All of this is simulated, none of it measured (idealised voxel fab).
Herein follows the process module entitled voxel gate over fins.
It is cross-section cut that appears here, measuring 225 nm in width, its square cells being 5 nm in size.
Bands, listed from the top down, are how a cross-section gets written in this document; the cross-section itself is a grid of square cells, and a band is one or more rows of them. Basically the band line says how high the top is and how high the bottom is, in nm, and then what's in it from left to right, every material with its width in nm. Empty space shows up as "blank", and if a single material carries "throughout" it runs the full band edge to edge. Height is counted from the level 0, under which the received wafer is composed throughout of one material. The lowest of the bands is not closed at the bottom but continues downward, in the notation "0..down". Think of "30->40" as a width that walks from the first number to the second as you go down the band, top row to bottom row, taking equal-sized steps from row to row. Take "nothing got changed" at face value: in the step it is given for, the cross-section changed in none of its cells. Listed in "Enclosed cavities": every empty space of 8 or more cells without an open way to the top. Form: width x height at distance, the distance being from the left edge, all in nm. If you see something after the settings on a step's line, that's the simulator's own remark about that step. When a step includes a mask, the "overlay nm" setting on its line states how far to the right of its planned place that mask lay, and negative values state how far to the left.

Process steps foreseen in the plan:
1) op RECEIVE | material Si
2) op CONFORMAL_DEP | material SiN | thk nm 5
3) op PATTERN | tone cover | mask id FINS | material resist | width nm 15 | pitch nm 45 | thk nm 20 | overlay nm 0
4) op DIRECTIONAL_ETCH | etch materials SiN | depth nm 5
5) op DIRECTIONAL_ETCH | etch materials Si | depth nm 35
6) op STRIP | etch materials resist
7) op OXIDIZE | depth nm 5
8) op FILL_DEP | material SiO2 | thk nm 5
9) op CMP | height nm 5
10) op SELECTIVE_ETCH | etch materials SiO2 | depth nm 15
11) op STRIP | etch materials SiN
12) op CONFORMAL_DEP | material HfO2 | thk nm 5
13) op CONFORMAL_DEP | material TiN | thk nm 5
14) op FILL_DEP | material W | thk nm 15
15) op CMP | height nm 20
16) op CONFORMAL_DEP | material SiN | thk nm 10

Wafer at receipt (post step 1), cross-section:
- 0..down: Si throughout
- Enclosed cavities: none

Cross-sectional view of the first of the two wafers upon completion of the module, processed in accordance with the plan:
- 30..20: SiN throughout
- 20..10: W throughout
- 10..5: W 55, then TiN 25, then W 20, then TiN 25, then W 20, then TiN 25, then W 55
- 5..0: W 55, then TiN 5, then HfO2 15, then TiN 5, then W 20, then TiN 5, then HfO2 15, then TiN 5, then W 20, then TiN 5, then HfO2 15, then TiN 5, then W 55
- 0..-5: TiN 60, then HfO2 5, then Si 5, then HfO2 5, then TiN 30, then HfO2 5, then Si 5, then HfO2 5, then TiN 30, then HfO2 5, then Si 5, then HfO2 5, then TiN 60
- -5..-10: HfO2 65, then Si 5, then HfO2 40, then Si 5, then HfO2 40, then Si 5, then HfO2 65
- -10..-40: SiO2 65, then Si 5, then SiO2 40, then Si 5, then SiO2 40, then Si 5, then SiO2 65
- -40..down: Si throughout
- Enclosed cavities: none

Here's the second of our two wafers sectioned at module end. Same start as the first, same plan, but one mistake got made running it:
- 30..20: SiN throughout
- 20..10: W throughout
- 10..5: W 55, then TiN 25, then W 20, then TiN 25, then W 20, then TiN 25, then W 55
- 5..0: W 55, then TiN 5, then HfO2 15, then TiN 5, then W 20, then TiN 5, then HfO2 15, then TiN 5, then W 20, then TiN 5, then HfO2 15, then TiN 5, then W 55
- 0..-5: TiN 60, then HfO2 5, then Si 5, then HfO2 5, then TiN 30, then HfO2 5, then Si 5, then HfO2 5, then TiN 30, then HfO2 5, then Si 5, then HfO2 5, then TiN 60
- -5..-10: HfO2 65, then Si 5, then HfO2 40, then Si 5, then HfO2 40, then Si 5, then HfO2 65
- -10..-50: SiO2 65, then Si 5, then SiO2 40, then Si 5, then SiO2 40, then Si 5, then SiO2 65
- -50..down: Si throughout
- Enclosed cavities: none
Against the plan, the run slipped here: step 5 did not happen as planned, as run it was op DIRECTIONAL_ETCH | etch materials Si | depth nm 45
Once processing is complete, comparing cell counts shows that the second wafer has more or fewer of certain materials than the first: Si -84 | SiO2 +84
